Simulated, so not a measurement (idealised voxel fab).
You're looking at the process module voxel wiring stack.
It is cross-section cut that appears here, measuring 195 nm in width, its square cells being 5 nm in size.
In what follows, cross-sections appear as grids of square cells, described through bands that run from the top down, where every band is one or more rows of cells. Top, bottom (nm), then materials left to right with widths (nm); lone material tagged "full width" fills the whole band edge to edge; "blank" = empty space. Heights are reckoned from 0. Under this level, the received wafer is all of one material. The bottommost band is open-ended downward, for example "0 down". Quick explanation for "30 to 40": the width changes in equal steps down the rows of cells, from the first number in the band's top row to the second number in its bottom row. "remained unchanged" -> step changed no cross-section cell. Voids not open to the top, 8 cells minimum: see "Closed void entries". Written width x height at distance; distance is from the left edge; nm. Note: text after step settings on the step line = simulator remark on that step. On any step carrying a mask, the "overlay nm" setting, if present on the step's line, tells how far right of its planned place the mask lay; negative values point to the left.
[Steps in the process plan]
1,RECEIVE, material Si
2,CONFORMAL_DEP, material SiO2, thk nm 10
3,CONFORMAL_DEP, material SiCN, thk nm 5
4,DIRECTIONAL_DEP, material SiO2, thk nm 15
5,PATTERN, tone open, mask id METAL_1, material resist, width nm 25, pitch nm 55, thk nm 15, overlay nm 0
6,DIRECTIONAL_ETCH, etch materials SiO2, depth nm 15
7,DIRECTIONAL_ETCH, etch materials SiCN, depth nm 5
8,STRIP, etch materials resist
9,CONFORMAL_DEP, material TiN, thk nm 5
10,FILL_DEP, material W, thk nm 5
11,CMP, height nm 30
12,CONFORMAL_DEP, material SiCN, thk nm 5
13,DIRECTIONAL_DEP, material lowk, thk nm 15
14,PATTERN, tone open, mask id PLUG_1, material resist, width nm 15, pitch nm 55, thk nm 15, overlay nm 0
15,DIRECTIONAL_ETCH, etch materials lowk, depth nm 15
16,DIRECTIONAL_ETCH, etch materials SiCN, depth nm 5
17,STRIP, etch materials resist
18,CONFORMAL_DEP, material TiN, thk nm 5
19,FILL_DEP, material Ru, thk nm 10
20,CMP, height nm 50
21,DIRECTIONAL_DEP, material TiN, thk nm 5
22,DIRECTIONAL_DEP, material W, thk nm 15
23,DIRECTIONAL_DEP, material aC, thk nm 10
24,PATTERN, tone cover, mask id METAL_2, material resist, width nm 25, pitch nm 55, thk nm 25, overlay nm -15
25,DIRECTIONAL_ETCH, etch materials aC, depth nm 10
26,STRIP, etch materials resist
27,DIRECTIONAL_ETCH, etch materials W, depth nm 15
28,DIRECTIONAL_ETCH, etch materials TiN, depth nm 5
29,STRIP, etch materials aC
30,CONFORMAL_DEP, material SiN, thk nm 5
31,FILL_DEP, material SiO2, thk nm 5
32,CMP, height nm 70
33,CONFORMAL_DEP, material SiCN, thk nm 5
34,DIRECTIONAL_DEP, material lowk, thk nm 25
35,MASKED_ETCH, tone open, mask id METAL_3_HOLES, width nm 15, etch materials lowk, depth nm 25, overlay nm 0
36,PATTERN, tone open, mask id METAL_3, material resist, width nm 25, pitch nm 55, thk nm 20, overlay nm 0
37,DIRECTIONAL_ETCH, etch materials lowk, depth nm 15
38,DIRECTIONAL_ETCH, etch materials SiCN, depth nm 5
39,STRIP, etch materials resist
40,CONFORMAL_DEP, material TiN, thk nm 5
41,FILL_DEP, material Cu, thk nm 10
42,CMP, height nm 100
43,CONFORMAL_DEP, material SiCN, thk nm 5
Keep in mind the plan's value for the overlay nm of step 24 comes from the first wafer; the wafers don't share that setting, but they do share the same starting point.
[Cross-section: the first of several wafers in its as-received state, i.e. following step 1]
    0 down  Si full width
    Closed void entries: none
[Last step of the module is step 43; after it, the first of several wafers in cross-section]
    105 to 100  SiCN full width
    100 to 90  55 of lowk, 5 of TiN, 15 of Cu, 5 of TiN, 30 of lowk, 5 of TiN, 15 of Cu, 5 of TiN, 60 of lowk
    90 to 85  55 of lowk, 5 of TiN, 5 of Cu, 15 of TiN, 30 of lowk, 25 of TiN, 60 of lowk
    85 to 75  55 of lowk, 5 of TiN, 5 of Cu, 5 of TiN, 125 of lowk
    75 to 70  55 of SiCN, 15 of TiN, 125 of SiCN
    70 to 55  35 of SiO2, 5 of SiN, 25 of W, 5 of SiN, 20 of SiO2, 5 of SiN, 25 of W, 5 of SiN, 70 of SiO2
    55 to 50  40 of SiN, 25 of TiN, 30 of SiN, 25 of TiN, 75 of SiN
    50 to 35  55 of lowk, 5 of TiN, 5 of Ru, 5 of TiN, 40 of lowk, 5 of TiN, 5 of Ru, 5 of TiN, 70 of lowk
    35 to 30  55 of SiCN, 15 of TiN, 40 of SiCN, 15 of TiN, 70 of SiCN
    30 to 15  55 of SiO2, 5 of TiN, 15 of W, 5 of TiN, 30 of SiO2, 5 of TiN, 15 of W, 5 of TiN, 60 of SiO2
    15 to 10  55 of SiCN, 25 of TiN, 30 of SiCN, 25 of TiN, 60 of SiCN
    10 to 0  SiO2 full width
    0 down  Si full width
    Closed void entries: none
[Final wafer of several, shown in cross-section at the end of the module]
    105 to 100  SiCN full width
    100 to 90  55 of lowk, 5 of TiN, 15 of Cu, 5 of TiN, 30 of lowk, 5 of TiN, 15 of Cu, 5 of TiN, 60 of lowk
    90 to 85  55 of lowk, 5 of TiN, 5 of Cu, 15 of TiN, 30 of lowk, 25 of TiN, 60 of lowk
    85 to 75  55 of lowk, 5 of TiN, 5 of Cu, 5 of TiN, 125 of lowk
    75 to 70  55 of SiCN, 15 of TiN, 125 of SiCN
    70 to 55  65 of SiO2, 5 of SiN, 25 of W, 5 of SiN, 20 of SiO2, 5 of SiN, 25 of W, 5 of SiN, 40 of SiO2
    55 to 50  70 of SiN, 25 of TiN, 30 of SiN, 25 of TiN, 45 of SiN
    50 to 35  55 of lowk, 5 of TiN, 5 of Ru, 5 of TiN, 40 of lowk, 5 of TiN, 5 of Ru, 5 of TiN, 70 of lowk
    35 to 30  55 of SiCN, 15 of TiN, 40 of SiCN, 15 of TiN, 70 of SiCN
    30 to 15  55 of SiO2, 5 of TiN, 15 of W, 5 of TiN, 30 of SiO2, 5 of TiN, 15 of W, 5 of TiN, 60 of SiO2
    15 to 10  55 of SiCN, 25 of TiN, 30 of SiCN, 25 of TiN, 60 of SiCN
    10 to 0  SiO2 full width
    0 down  Si full width
    Closed void entries: none
[Below is a per-wafer table. In it, each row describes the wafer at the end of the module by giving, for each material, the number of cells gained (+) or lost (-) since the wafer was received, and after that the closed voids of the wafer]
overlay nm -15, +15 Cu, +6 Ru, +137 SiCN, +41 SiN, +240 SiO2, +74 TiN, +48 W, +258 lowk, Closed void entries: none
overlay nm -10, +15 Cu, +6 Ru, +137 SiCN, +41 SiN, +240 SiO2, +74 TiN, +48 W, +258 lowk, Closed void entries: none
overlay nm -5, +15 Cu, +6 Ru, +137 SiCN, +41 SiN, +240 SiO2, +74 TiN, +48 W, +258 lowk, Closed void entries: none
overlay nm 0, +15 Cu, +6 Ru, +137 SiCN, +41 SiN, +240 SiO2, +74 TiN, +48 W, +258 lowk, Closed void entries: none
overlay nm 5, +15 Cu, +6 Ru, +137 SiCN, +41 SiN, +240 SiO2, +74 TiN, +48 W, +258 lowk, Closed void entries: none
overlay nm 10, +15 Cu, +6 Ru, +137 SiCN, +41 SiN, +240 SiO2, +74 TiN, +48 W, +258 lowk, Closed void entries: none
overlay nm 15, +15 Cu, +6 Ru, +137 SiCN, +41 SiN, +240 SiO2, +74 TiN, +48 W, +258 lowk, Closed void entries: none
